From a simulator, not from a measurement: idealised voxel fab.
process module | voxel self aligned contacts
cross-section cut | 240 nm wide | cells 5 nm
A cross-section is a grid of square cells, given in bands from the top down. A band is one or more rows of cells.
Each band's line starts with the height of the band's top and of its bottom, in nm. Then come its materials from left to right, each with its width in nm. One material with "throughout" fills the band from edge to edge. "air" is empty space.
Height 0 is the level under which the wafer as received is all one material. The lowest band goes on downwards, as in "0 down".
A width such as "30 to 40" changes by the same amount from each row of cells to the next, from the band's top row to its bottom row.
"no change" after a step means that no cell of the cross-section changed.
closed voids: empty space of 8 cells or more with no open way to the top, each as width x height at its distance from the left edge, in nm
after a step's settings: what the simulator itself notes on the step
overlay nm, on a step with a mask: how far to the right of its planned place the mask lay; to the left if negative
plan
1 op RECEIVE | material Si
2 op OXIDIZE | depth nm 5
3 op DIRECTIONAL_DEP | material polySi | thk nm 20
4 op DIRECTIONAL_DEP | material SiN | thk nm 20
5 op DIRECTIONAL_DEP | material aC | thk nm 10
6 op PATTERN | tone cover | mask id GATE | material resist | width nm 35 | pitch nm 75 | thk nm 25 | overlay nm 0
7 op DIRECTIONAL_ETCH | etch materials aC | depth nm 10
8 op STRIP | etch materials resist
9 op DIRECTIONAL_ETCH | etch materials SiN | depth nm 20
10 op DIRECTIONAL_ETCH | etch materials polySi | depth nm 20
11 op STRIP | etch materials aC
12 op CONFORMAL_DEP | material SiN | thk nm 10
13 op DIRECTIONAL_ETCH | etch materials SiN | depth nm 10
14 op FILL_DEP | material SiO2 | thk nm 10
15 op CMP | height nm 45
16 op MASKED_ETCH | tone open | mask id CONTACT | width nm 60 | etch materials SiO2 | depth nm 50 | overlay nm 0
17 op CONFORMAL_DEP | material TiN | thk nm 5
18 op FILL_DEP | material Ru | thk nm 5
19 op CMP | height nm 45
20 op CONFORMAL_DEP | material SiCN | thk nm 5
as received, after step 1
  0 down: Si throughout
  closed voids: none
a wafer at the end: this start, this plan, one mistake
  50 to 45: SiCN throughout
  45 to 40: SiO2 90 | TiN 25 | Ru 10 | TiN 25 | SiO2 90
  40 to 25: SiO2 55 | SiN 10 | polySi 35 | SiN 10 | TiN 5 | Ru 10 | TiN 5 | SiN 10 | polySi 35 | SiN 10 | SiO2 55
  25 to 20: SiO2 55 | SiN 10 | polySi 35 | SiN 10 | TiN 20 | SiN 10 | polySi 35 | SiN 10 | SiO2 55
  20 to 0: SiN throughout
  0 to -5: SiO2 throughout
  -5 down: Si throughout
  closed voids: none
what went wrong: steps 3 and 4 were swapped
